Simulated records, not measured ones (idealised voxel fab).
process module | voxel released beams
cross-section cut | 270 nm wide | cells 5 nm
A cross-section is a grid of square cells, given in bands from the top down. A band is one or more rows of cells.
Each band's line starts with the height of the band's top and of its bottom, in nm. Then come its materials from left to right, each with its width in nm. One material with "throughout" fills the band from edge to edge. "air" is empty space.
Height 0 is the level under which the wafer as received is all one material. The lowest band goes on downwards, as in "0 down".
A width such as "30 to 40" changes by the same amount from each row of cells to the next, from the band's top row to its bottom row.
"no change" after a step means that no cell of the cross-section changed.
closed voids: empty space of 8 cells or more with no open way to the top, each as width x height at its distance from the left edge, in nm
after a step's settings: what the simulator itself notes on the step
overlay nm, on a step with a mask: how far to the right of its planned place the mask lay; to the left if negative
plan
1 op RECEIVE | material Si
2 op CONFORMAL_DEP | material SiN | thk nm 10
3 op DIRECTIONAL_DEP | material SiO2 | thk nm 20
4 op MASKED_ETCH | tone open | mask id ANCHOR | width nm 30 | etch materials SiO2 | depth nm 20 | overlay nm 0
5 op CONFORMAL_DEP | material polySi | thk nm 10
6 op DIRECTIONAL_DEP | material aC | thk nm 10
7 op PATTERN | tone cover | mask id BEAM | material resist | width nm 90 | thk nm 25 | overlay nm 0
8 op DIRECTIONAL_ETCH | etch materials aC | depth nm 10
9 op STRIP | etch materials resist
10 op DIRECTIONAL_ETCH | etch materials polySi | depth nm 10
11 op STRIP | etch materials aC
12 op STRIP | etch materials SiO2
first wafer, as planned
as received, after step 1
  0 down: Si throughout
  closed voids: none
after step 2
  10 to 0: SiN throughout
  below 0: unchanged
after step 3
  30 to 10: SiO2 throughout
  below 10: unchanged
after step 4
  30 to 10: SiO2 90 | air 30 | SiO2 150
  below 10: unchanged
after step 5
  40 to 30: polySi 100 | air 10 | polySi 160
  30 to 20: SiO2 90 | polySi 10 | air 10 | polySi 10 | SiO2 150
  20 to 10: SiO2 90 | polySi 30 | SiO2 150
  below 10: unchanged
after step 6
  50 to 40: aC 100 | air 10 | aC 160
  40 to 30: polySi 100 | air 10 | polySi 160
  30 to 20: SiO2 90 | polySi 10 | aC 10 | polySi 10 | SiO2 150
  below 20: unchanged
after step 7
  75 to 50: air 85 | resist 90 | air 95
  50 to 40: aC 100 | resist 10 | aC 160
  40 to 30: polySi 100 | resist 10 | polySi 160
  below 30: unchanged
after step 8
  65 to 50: air 85 | resist 90 | air 95
  50 to 40: air 85 | aC 15 | resist 10 | aC 65 | air 95
  below 40: unchanged
after step 9
  50 to 40: air 85 | aC 15 | air 10 | aC 65 | air 95
  40 to 30: polySi 100 | air 10 | polySi 160
  below 30: unchanged
after step 10
  50 to 40: air 85 | aC 15 | air 10 | aC 65 | air 95
  40 to 30: air 85 | polySi 15 | air 10 | polySi 65 | air 95
  below 30: unchanged
after step 11
  40 to 30: air 85 | polySi 15 | air 10 | polySi 65 | air 95
  30 to 20: SiO2 90 | polySi 10 | air 10 | polySi 10 | SiO2 150
  below 20: unchanged
after step 12
  40 to 30: air 85 | polySi 15 | air 10 | polySi 65 | air 95
  30 to 20: air 90 | polySi 10 | air 10 | polySi 10 | air 150
  20 to 10: air 90 | polySi 30 | air 150
  below 10: unchanged
second wafer: like start, like plan, one mistake. Through step 6 it matches the first wafer
when step 7 should have ended
  75 to 50: air 85 | resist 95 | air 90
  50 to 40: aC 100 | resist 10 | aC 160
  40 to 30: polySi 100 | resist 10 | polySi 160
  below 30: unchanged
when step 8 should have ended
  65 to 50: air 85 | resist 95 | air 90
  50 to 40: air 85 | aC 15 | resist 10 | aC 70 | air 90
  below 40: unchanged
when step 9 should have ended
  50 to 40: air 85 | aC 15 | air 10 | aC 70 | air 90
  40 to 30: polySi 100 | air 10 | polySi 160
  below 30: unchanged
when step 10 should have ended
  50 to 40: air 85 | aC 15 | air 10 | aC 70 | air 90
  40 to 30: air 85 | polySi 15 | air 10 | polySi 70 | air 90
  below 30: unchanged
when step 11 should have ended
  40 to 30: air 85 | polySi 15 | air 10 | polySi 70 | air 90
  30 to 20: SiO2 90 | polySi 10 | air 10 | polySi 10 | SiO2 150
  below 20: unchanged
when step 12 should have ended
  40 to 30: air 85 | polySi 15 | air 10 | polySi 70 | air 90
  30 to 20: air 90 | polySi 10 | air 10 | polySi 10 | air 150
  20 to 10: air 90 | polySi 30 | air 150
  below 10: unchanged
what went wrong: step 7 ran as: op PATTERN | tone cover | mask id BEAM | material resist | width nm 95 | thk nm 25 | overlay nm 0
at the end the second wafer has, in cells: 2 more of polySi
